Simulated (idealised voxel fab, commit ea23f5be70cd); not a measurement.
Presented below is a process module, voxel transistor to metal.
300 nm wide, 5 nm square cells: that's cross-section cut.
Cross-section layout: square cells on a grid; listed as bands, top to bottom; a band spans one or more cell rows.
Basically the band line says how high the top is and how high the bottom is, in nm, and then what's in it from left to right, every material with its width in nm. Empty space shows up as "blank", and if a single material carries "edge to edge" it runs the full band edge to edge.
Measure heights from 0. That's the level where, below it, the as-received wafer is all one material. The lowest band is bottomless and extends downward; write it as in "0 down".
Note: "30->40" means the width goes from the first number (top row of the band) to the second number (bottom row) in equal steps per row of cells.
"no modifications" -> step changed no cross-section cell.
Enclosed internal voids: empty space of 8 cells or more with no open way to the top, each as width x height at its distance from the left edge, in nm
If you see something after the settings on a step's line, that's the simulator's own remark about that step.
"overlay nm" on a masked step: distance the mask lay right of its planned place, negative for left.
The following list gives the planned process steps
1,RECEIVE: material Si
2,CONFORMAL_DEP: material SiO2, thk nm 5
3,CONFORMAL_DEP: material SiN, thk nm 15
4,MASKED_ETCH: tone cover, mask id ACTIVE, width nm 115, pitch nm 140, etch materials SiN, depth nm 15, overlay nm 0
5,MASKED_ETCH: tone cover, mask id ACTIVE, width nm 115, pitch nm 140, etch materials SiO2, depth nm 5, overlay nm 0
6,MASKED_ETCH: tone cover, mask id ACTIVE, width nm 115, pitch nm 140, etch materials Si, depth nm 25, overlay nm 0
7,FILL_DEP: material SiO2, thk nm 5
8,CMP: height nm 20
9,SELECTIVE_ETCH: etch materials SiO2, depth nm 15
10,STRIP: etch materials SiN
11,SELECTIVE_ETCH: etch materials SiO2, depth nm 5
12,OXIDIZE: depth nm 5
13,DIRECTIONAL_DEP: material polySi, thk nm 25
14,DIRECTIONAL_DEP: material SiCN, thk nm 15
15,DIRECTIONAL_DEP: material aC, thk nm 15
16,PATTERN: tone cover, mask id GATE, material resist, width nm 35, pitch nm 140, thk nm 30, overlay nm 0
17,DIRECTIONAL_ETCH: etch materials aC, depth nm 15
18,STRIP: etch materials resist
19,DIRECTIONAL_ETCH: etch materials SiCN, depth nm 25
20,DIRECTIONAL_ETCH: etch materials polySi, depth nm 35
21,STRIP: etch materials aC
22,CONFORMAL_DEP: material SiO2, thk nm 5
23,DIRECTIONAL_ETCH: etch materials SiO2, depth nm 5
24,CONFORMAL_DEP: material SiN, thk nm 10
25,DIRECTIONAL_ETCH: etch materials SiN, depth nm 10
26,DIRECTIONAL_ETCH: etch materials SiO2, depth nm 5
27,EPI: material nSi, thk nm 5
28,FILL_DEP: material SiO2, thk nm 10
29,CMP: height nm 25
30,STRIP: etch materials polySi
31,SELECTIVE_ETCH: etch materials SiO2, depth nm 5
32,CONFORMAL_DEP: material HfO2, thk nm 5
33,CONFORMAL_DEP: material TiN, thk nm 5
34,FILL_DEP: material W, thk nm 5
35,CMP: height nm 20
36,DIRECTIONAL_DEP: material SiO2, thk nm 15
37,DIRECTIONAL_DEP: material aC, thk nm 10
38,PATTERN: tone open, mask id CONTACT, material resist, width nm 15, thk nm 25, overlay nm 0
39,DIRECTIONAL_ETCH: etch materials aC, depth nm 10
40,STRIP: etch materials resist
41,DIRECTIONAL_ETCH: etch materials SiO2, depth nm 35
42,STRIP: etch materials aC
43,CONFORMAL_DEP: material TiN, thk nm 5
44,FILL_DEP: material W, thk nm 5
45,CMP: height nm 35
46,DIRECTIONAL_DEP: material TiN, thk nm 5
47,DIRECTIONAL_DEP: material W, thk nm 25
48,DIRECTIONAL_DEP: material aC, thk nm 15
49,PATTERN: tone cover, mask id METAL_1, material resist, width nm 15, thk nm 35, overlay nm 0
50,DIRECTIONAL_ETCH: etch materials aC, depth nm 15
51,STRIP: etch materials resist
52,DIRECTIONAL_ETCH: etch materials W, depth nm 25
53,DIRECTIONAL_ETCH: etch materials TiN, depth nm 5
54,STRIP: etch materials aC
55,FILL_DEP: material SiO2, thk nm 10
56,CMP: height nm 65
57,CONFORMAL_DEP: material SiN, thk nm 5
As received, after step 1
0 down | Si edge to edge
Enclosed internal voids: none
First of two wafers at the end of the module, shown in cross-section; run carried out as planned
70 to 65 | SiN edge to edge
65 to 40 | 30 of SiO2 / 15 of W / 65 of SiO2 / 15 of W / 45 of SiO2 / 15 of W / 65 of SiO2 / 15 of W / 35 of SiO2
40 to 35 | 30 of SiO2 / 15 of TiN / 65 of SiO2 / 15 of TiN / 45 of SiO2 / 15 of TiN / 65 of SiO2 / 15 of TiN / 35 of SiO2
35 to 20 | 30 of SiO2 / 5 of TiN / 5 of W / 5 of TiN / 65 of SiO2 / 5 of TiN / 5 of W / 5 of TiN / 45 of SiO2 / 5 of TiN / 5 of W / 5 of TiN / 65 of SiO2 / 5 of TiN / 5 of W / 5 of TiN / 35 of SiO2
20 to 5 | 30 of SiO2 / 5 of TiN / 5 of W / 5 of TiN / 10 of SiN / 5 of HfO2 / 5 of TiN / 25 of W / 5 of TiN / 5 of HfO2 / 10 of SiN / 5 of TiN / 5 of W / 5 of TiN / 45 of SiO2 / 5 of TiN / 5 of W / 5 of TiN / 10 of SiN / 5 of HfO2 / 5 of TiN / 25 of W / 5 of TiN / 5 of HfO2 / 10 of SiN / 5 of TiN / 5 of W / 5 of TiN / 35 of SiO2
5 to 0 | 30 of SiO2 / 15 of TiN / 10 of SiN / 5 of HfO2 / 35 of TiN / 5 of HfO2 / 10 of SiN / 15 of TiN / 45 of SiO2 / 15 of TiN / 10 of SiN / 5 of HfO2 / 35 of TiN / 5 of HfO2 / 10 of SiN / 15 of TiN / 35 of SiO2
0 to -5 | 15 of SiO2 / 30 of nSi / 10 of SiO2 / 45 of HfO2 / 10 of SiO2 / 30 of nSi / 15 of SiO2 / 30 of nSi / 10 of SiO2 / 45 of HfO2 / 10 of SiO2 / 30 of nSi / 20 of SiO2
-5 to -25 | 20 of SiO2 / 115 of Si / 25 of SiO2 / 115 of Si / 25 of SiO2
-25 down | Si edge to edge
Enclosed internal voids: none
This is the second of the two wafers, cross-sectioned at the end of the module; it started exactly like the first and was given the same plan, but it was run with one mistake
70 to 65 | SiN edge to edge
65 to 40 | 30 of SiO2 / 15 of W / 65 of SiO2 / 15 of W / 45 of SiO2 / 15 of W / 65 of SiO2 / 15 of W / 35 of SiO2
40 to 35 | 30 of SiO2 / 15 of TiN / 65 of SiO2 / 15 of TiN / 45 of SiO2 / 15 of TiN / 65 of SiO2 / 15 of TiN / 35 of SiO2
35 to 20 | 30 of SiO2 / 5 of TiN / 5 of W / 5 of TiN / 65 of SiO2 / 5 of TiN / 5 of W / 5 of TiN / 45 of SiO2 / 5 of TiN / 5 of W / 5 of TiN / 65 of SiO2 / 5 of TiN / 5 of W / 5 of TiN / 35 of SiO2
20 to 5 | 30 of SiO2 / 5 of TiN / 5 of W / 5 of TiN / 10 of SiN / 5 of HfO2 / 35 of TiN / 5 of HfO2 / 10 of SiN / 5 of TiN / 5 of W / 5 of TiN / 45 of SiO2 / 5 of TiN / 5 of W / 5 of TiN / 10 of SiN / 5 of HfO2 / 35 of TiN / 5 of HfO2 / 10 of SiN / 5 of TiN / 5 of W / 5 of TiN / 35 of SiO2
5 to 0 | 30 of SiO2 / 15 of TiN / 10 of SiN / 5 of HfO2 / 35 of TiN / 5 of HfO2 / 10 of SiN / 15 of TiN / 45 of SiO2 / 15 of TiN / 10 of SiN / 5 of HfO2 / 35 of TiN / 5 of HfO2 / 10 of SiN / 15 of TiN / 35 of SiO2
0 to -5 | 15 of SiO2 / 30 of nSi / 10 of SiO2 / 45 of HfO2 / 10 of SiO2 / 30 of nSi / 15 of SiO2 / 30 of nSi / 10 of SiO2 / 45 of HfO2 / 10 of SiO2 / 30 of nSi / 20 of SiO2
-5 to -25 | 20 of SiO2 / 115 of Si / 25 of SiO2 / 115 of Si / 25 of SiO2
-25 down | Si edge to edge
Enclosed internal voids: none
Want to know what went wrong? step 34: run off-plan, actual operation and settings FILL_DEP: material TiN, thk nm 5
Heads up, by the end the second wafer has more or fewer cells of some materials compared to the first: 30 more of TiN, 30 fewer of W
